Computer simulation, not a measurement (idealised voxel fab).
process module | voxel wiring stack
cross-section cut | 270 nm wide | cells 5 nm
A cross-section is a grid of square cells, given in bands from the top down. A band is one or more rows of cells.
Each band's line starts with the height of the band's top and of its bottom, in nm. Then come its materials from left to right, each with its width in nm. One material with "throughout" fills the band from edge to edge. "air" is empty space.
Height 0 is the level under which the wafer as received is all one material. The lowest band goes on downwards, as in "0 down".
A width such as "30 to 40" changes by the same amount from each row of cells to the next, from the band's top row to its bottom row.
"no change" after a step means that no cell of the cross-section changed.
closed voids: empty space of 8 cells or more with no open way to the top, each as width x height at its distance from the left edge, in nm
after a step's settings: what the simulator itself notes on the step
overlay nm, on a step with a mask: how far to the right of its planned place the mask lay; to the left if negative
plan
1 op RECEIVE | material Si
2 op CONFORMAL_DEP | material SiO2 | thk nm 10
3 op CONFORMAL_DEP | material SiCN | thk nm 5
4 op DIRECTIONAL_DEP | material SiO2 | thk nm 20
5 op DIRECTIONAL_DEP | material aC | thk nm 10
6 op PATTERN | tone open | mask id METAL_1 | material resist | width nm 20 | pitch nm 45 | thk nm 30 | overlay nm 0
7 op DIRECTIONAL_ETCH | etch materials aC | depth nm 10
8 op STRIP | etch materials resist
9 op DIRECTIONAL_ETCH | etch materials SiO2 | depth nm 20
10 op DIRECTIONAL_ETCH | etch materials SiCN | depth nm 5
11 op STRIP | etch materials aC
12 op CONFORMAL_DEP | material TiN | thk nm 5
13 op FILL_DEP | material Cu | thk nm 10
14 op CMP | height nm 35
15 op EPI | material Ru | thk nm 5
16 op FILL_DEP | material SiCN | thk nm 5
17 op DIRECTIONAL_DEP | material SiO2 | thk nm 20
18 op PATTERN | tone open | mask id PLUG_1 | material resist | width nm 15 | thk nm 15 | overlay nm 0
19 op DIRECTIONAL_ETCH | etch materials SiO2 | depth nm 20
20 op DIRECTIONAL_ETCH | etch materials SiCN | depth nm 5
21 op STRIP | etch materials resist
22 op CONFORMAL_DEP | material TiN | thk nm 5
23 op FILL_DEP | material Ru | thk nm 5
24 op CMP | height nm 65
25 op DIRECTIONAL_DEP | material TiN | thk nm 5
26 op DIRECTIONAL_DEP | material Ru | thk nm 25
27 op MASKED_ETCH | tone cover | mask id METAL_2 | width nm 20 | pitch nm 45 | etch materials Ru | depth nm 25 | overlay nm 0
28 op MASKED_ETCH | tone cover | mask id METAL_2 | width nm 20 | pitch nm 45 | etch materials TiN | depth nm 5 | overlay nm 0
29 op CONFORMAL_DEP | material SiN | thk nm 5
30 op FILL_DEP | material lowk | thk nm 5
31 op CMP | height nm 95
32 op CONFORMAL_DEP | material SiCN | thk nm 5
33 op DIRECTIONAL_DEP | material SiO2 | thk nm 15
34 op PATTERN | tone open | mask id PLUG_2 | material resist | width nm 15 | pitch nm 45 | thk nm 15 | overlay nm 0
35 op DIRECTIONAL_ETCH | etch materials SiO2 | depth nm 15
36 op DIRECTIONAL_ETCH | etch materials SiCN | depth nm 5
37 op STRIP | etch materials resist
38 op CONFORMAL_DEP | material TiN | thk nm 5
39 op FILL_DEP | material Ru | thk nm 10
40 op CMP | height nm 115
41 op DIRECTIONAL_DEP | material TiN | thk nm 5
42 op DIRECTIONAL_DEP | material Ru | thk nm 15
43 op MASKED_ETCH | tone cover | mask id METAL_3 | width nm 20 | pitch nm 45 | etch materials Ru | depth nm 15 | overlay nm 0
44 op MASKED_ETCH | tone cover | mask id METAL_3 | width nm 20 | pitch nm 45 | etch materials TiN | depth nm 5 | overlay nm 0
45 op CONFORMAL_DEP | material SiCN | thk nm 5
46 op FILL_DEP | material SiO2 | thk nm 10
47 op CMP | height nm 135
48 op CONFORMAL_DEP | material SiCN | thk nm 5
as received, after step 1
  0 down: Si throughout
  closed voids: none
a wafer at the end: this start, this plan, one mistake
  140 to 135: SiCN throughout
  135 to 120: SiO2 95 | SiCN 5 | Ru 20 | SiCN 5 | SiO2 15 | SiCN 5 | Ru 20 | SiCN 5 | SiO2 100
  120 to 115: SiCN 100 | TiN 20 | SiCN 25 | TiN 20 | SiCN 105
  115 to 100: SiO2 100 | TiN 5 | Ru 5 | TiN 5 | SiO2 30 | TiN 5 | Ru 5 | TiN 5 | SiO2 110
  100 to 95: SiCN 100 | TiN 15 | SiCN 30 | TiN 15 | SiCN 110
  95 to 70: lowk 95 | SiN 5 | Ru 20 | SiN 5 | lowk 15 | SiN 5 | Ru 20 | SiN 5 | lowk 100
  70 to 65: SiN 100 | TiN 20 | SiN 25 | TiN 20 | SiN 105
  65 to 60: Ru 90 | TiN 15 | Ru 5 | TiN 20 | Ru 5 | TiN 40 | Ru 95
  60 to 55: TiN 95 | SiO2 5 | TiN 5 | Ru 5 | TiN 5 | SiO2 10 | TiN 15 | SiO2 30 | TiN 100
  55 to 45: SiO2 100 | TiN 5 | Ru 5 | TiN 5 | SiO2 155
  45 to 40: SiO2 100 | TiN 15 | SiO2 155
  40 to 35: SiO2 95 | Ru 30 | SiO2 15 | Ru 30 | SiO2 100
  35 to 15: SiO2 100 | TiN 5 | Cu 10 | TiN 5 | SiO2 25 | TiN 5 | Cu 10 | TiN 5 | SiO2 105
  15 to 10: SiCN 100 | TiN 20 | SiCN 25 | TiN 20 | SiCN 105
  10 to 0: SiO2 throughout
  0 down: Si throughout
  closed voids: none
what went wrong: step 16 was left out
